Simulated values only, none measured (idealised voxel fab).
Process module name: voxel spacer lines
Section shown: cut. Width: 140 nm. Cell size: 5 nm, square.
When this document writes out a cross-section, it uses a grid of square cells and lists it as bands, beginning at the top and moving down, with a band standing for one or more rows of cells. For a band, the entry starts with two heights in nm, that of the top and then that of the bottom, and carries on with the band's materials in order from left to right, each alongside its width in nm; the word "everywhere" beside a single material means it fills the band edge to edge, and "air" means empty space. Zero point of the height axis is 0; under it, received wafer = one material. Lowest band: continues down indefinitely, "0 nm and below". Quick explanation for "30 to 40": the width changes in equal steps down the rows of cells, from the first number in the band's top row to the second number in its bottom row. "nothing was modified" means the step left every cell of the cross-section as it was. Empty spaces counting at least 8 cells and having no open way to the top are listed in "Voids, sealed". The notation width x height at distance is used for each, the distance being from the left edge and all three values in nm. Where a step's line continues beyond its settings, the continuation is a remark by the simulator itself on that step. The "overlay nm" setting may appear on a step's line; for a step that uses a mask, it gives how far to the right of its planned position the mask lay, and a negative value indicates the left.
Here's what the planned process steps look like:
1) RECEIVE | material Si
2) CONFORMAL_DEP | material SiO2 | thk nm 5
3) DIRECTIONAL_DEP | material TiN | thk nm 20
4) DIRECTIONAL_DEP | material aC | thk nm 20
5) PATTERN | tone cover | mask id MANDREL | material resist | width nm 20 | pitch nm 60 | thk nm 30 | overlay nm 0
6) DIRECTIONAL_ETCH | etch materials aC | depth nm 20
7) STRIP | etch materials resist
8) CONFORMAL_DEP | material SiN | thk nm 10
9) DIRECTIONAL_ETCH | etch materials SiN | depth nm 10
10) STRIP | etch materials aC
11) DIRECTIONAL_ETCH | etch materials TiN | depth nm 20
12) STRIP | etch materials SiN
13) FILL_DEP | material SiO2 | thk nm 5
14) CMP | height nm 25
Cross-section: wafer on arrival = after step 1:
* 0 nm and below = Si everywhere
* Voids, sealed: none
Final cross-section, module run with one mistake (start and plan as above):
* 25 nm to 5 nm = SiO2 25 nm | TiN 10 nm | SiO2 20 nm | TiN 10 nm | SiO2 20 nm | TiN 10 nm | SiO2 20 nm | TiN 10 nm | SiO2 15 nm
* 5 nm to 0 nm = SiO2 everywhere
* 0 nm and below = Si everywhere
* Voids, sealed: none
Processing error: step 5 deviated from plan and actually ran as PATTERN | tone cover | mask id MANDREL | material resist | width nm 20 | pitch nm 60 | thk nm 30 | overlay nm 5
